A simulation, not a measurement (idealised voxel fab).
Process module under the name voxel ribs on slabs
The figure presents cross-section cut, which has a width of 270 nm and is divided into square cells with an edge length of 5 nm.
Bands, listed from the top down, are how a cross-section gets written in this document; the cross-section itself is a grid of square cells, and a band is one or more rows of them.
Top, bottom (nm), then materials left to right with widths (nm); lone material tagged "throughout" fills the whole band edge to edge; "air" = empty space.
Height datum 0, below which the as-received substrate wafer is one material. Lowest band open at the bottom, running downward: "0..down".
When a width is written as two numbers, as in "30->40", the first number is the width in the top row of cells of the band and the second is the width in its bottom row, and the width changes by the same amount from each row to the next.
Take "same as before" at face value: in the step it is given for, the cross-section changed in none of its cells.
Empty spaces counting at least 8 cells and having no open way to the top are listed in "Tabulated closed voids". The notation width x height at distance is used for each, the distance being from the left edge and all three values in nm.
Note: text after step settings on the step line = simulator remark on that step.
overlay nm: step with mask; distance mask lay right of planned place; negative value = left of planned place.

## Process steps (planned)
1 op RECEIVE | material Si
2 op DIRECTIONAL_DEP | material SiO2 | thk nm 25
3 op DIRECTIONAL_DEP | material polySi | thk nm 25
4 op DIRECTIONAL_DEP | material aC | thk nm 15
5 op PATTERN | tone cover | mask id RIB | material resist | width nm 15 | thk nm 35 | overlay nm 0
6 op DIRECTIONAL_ETCH | etch materials aC | depth nm 15
7 op STRIP | etch materials resist
8 op DIRECTIONAL_ETCH | etch materials polySi | depth nm 15
9 op STRIP | etch materials aC
10 op PATTERN | tone cover | mask id SLAB | material resist | width nm 75 | thk nm 20 | overlay nm 0
11 op DIRECTIONAL_ETCH | etch materials polySi | depth nm 10
12 op STRIP | etch materials resist
13 op FILL_DEP | material SiO2 | thk nm 20
14 op CMP | height nm 60
15 op DIRECTIONAL_DEP | material W | thk nm 5
16 op DIRECTIONAL_DEP | material aC | thk nm 10
17 op PATTERN | tone cover | mask id HEATER | material resist | width nm 25 | thk nm 30 | overlay nm 0
18 op DIRECTIONAL_ETCH | etch materials aC | depth nm 10
19 op STRIP | etch materials resist
20 op DIRECTIONAL_ETCH | etch materials W | depth nm 5
21 op STRIP | etch materials aC
22 op CONFORMAL_DEP | material SiO2 | thk nm 5

## As-received wafer cross-section (after step 1)
> 0..down  Si throughout
> Tabulated closed voids: none

## Result of the module, cross-sectioned: start per above, plan per above, one error in how it was run
> 70..65  115 nm air / 35 nm SiO2 / 120 nm air
> 65..60  120 nm SiO2 / 25 nm W / 125 nm SiO2
> 60..50  SiO2 throughout
> 50..40  95 nm SiO2 / 30 nm polySi / 15 nm SiO2 / 30 nm polySi / 100 nm SiO2
> 40..35  125 nm polySi / 15 nm SiO2 / 130 nm polySi
> 35..25  polySi throughout
> 25..0  SiO2 throughout
> 0..down  Si throughout
> Tabulated closed voids: none
Where did the run depart from the plan? step 5 off recipe, ran as op PATTERN | tone open | mask id RIB | material resist | width nm 15 | thk nm 35 | overlay nm 0
